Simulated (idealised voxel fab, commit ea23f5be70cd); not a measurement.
Process module name: voxel local oxidation
The figure presents cross-section cut, which has a width of 235 nm and is divided into square cells with an edge length of 5 nm.
Cross-section layout: square cells on a grid; listed as bands, top to bottom; a band spans one or more cell rows.
It is stipulated that each band's entry specify, in nanometres, the height of the top of the band and then that of its bottom, followed by the materials of the band in left-to-right sequence, each together with its width in nanometres. A single material marked by the word "all across" is understood to fill the band from edge to edge; the word "empty" is understood to denote empty space.
Heights are measured from 0, the level below which the as-received wafer is all one material; the lowest band has no bottom and continues downward, written as in "z 0 and below".
Width spec "30 to 40" -> top row of cells at first value, bottom row at second value, equal per-row change in between.
It should be understood that the words "nothing was modified", when stated for a given step, signify that the cross-section underwent no change in any of its cells during that step.
"Closed void roster": empty spaces of 8 cells or more with no open way to the top, each given as width x height at distance, distance from the left edge, all in nm.
Formally, on a step line, whatever follows the settings is a remark that the simulator itself makes on the step.
"overlay nm" denotes, for a step that has a mask, the displacement of the mask to the right of its planned place, with negative values corresponding to the left.

PROCESS STEPS - PLAN
1 RECEIVE, material Si
2 OXIDIZE, depth nm 5
3 CONFORMAL_DEP, material SiN, thk nm 15
4 PATTERN, tone cover, mask id ACTIVE, material resist, width nm 130, thk nm 20, overlay nm -15
5 DIRECTIONAL_ETCH, etch materials SiN, depth nm 15
6 STRIP, etch materials resist
7 SELECTIVE_ETCH, etch materials SiO2, depth nm 5
8 OXIDIZE, depth nm 10
9 STRIP, etch materials SiN
Quick note for whoever runs this: the wafers start identical, but the overlay nm at step 4 isn't the same across them. The plan just shows what the first wafer had.

AFTER STEP 1, AS RECEIVED: FIRST OF SEVERAL WAFERS, CROSS-SECTION
* z 0 and below  Si all across
* Closed void roster: none

TABLE: WAFERS, A ROW EACH; END-OF-MODULE CELL CHANGE PER MATERIAL SINCE RECEIPT, GAIN (+), LOSS (-); THEN CLOSED VOIDS
overlay nm -15, -101 Si, +78 SiO2, Closed void roster: none
overlay nm -10, -101 Si, +78 SiO2, Closed void roster: none
overlay nm -5, -101 Si, +78 SiO2, Closed void roster: none
overlay nm 0, -101 Si, +78 SiO2, Closed void roster: none
overlay nm 5, -101 Si, +78 SiO2, Closed void roster: none
overlay nm 10, -101 Si, +78 SiO2, Closed void roster: none
overlay nm 15, -101 Si, +78 SiO2, Closed void roster: none
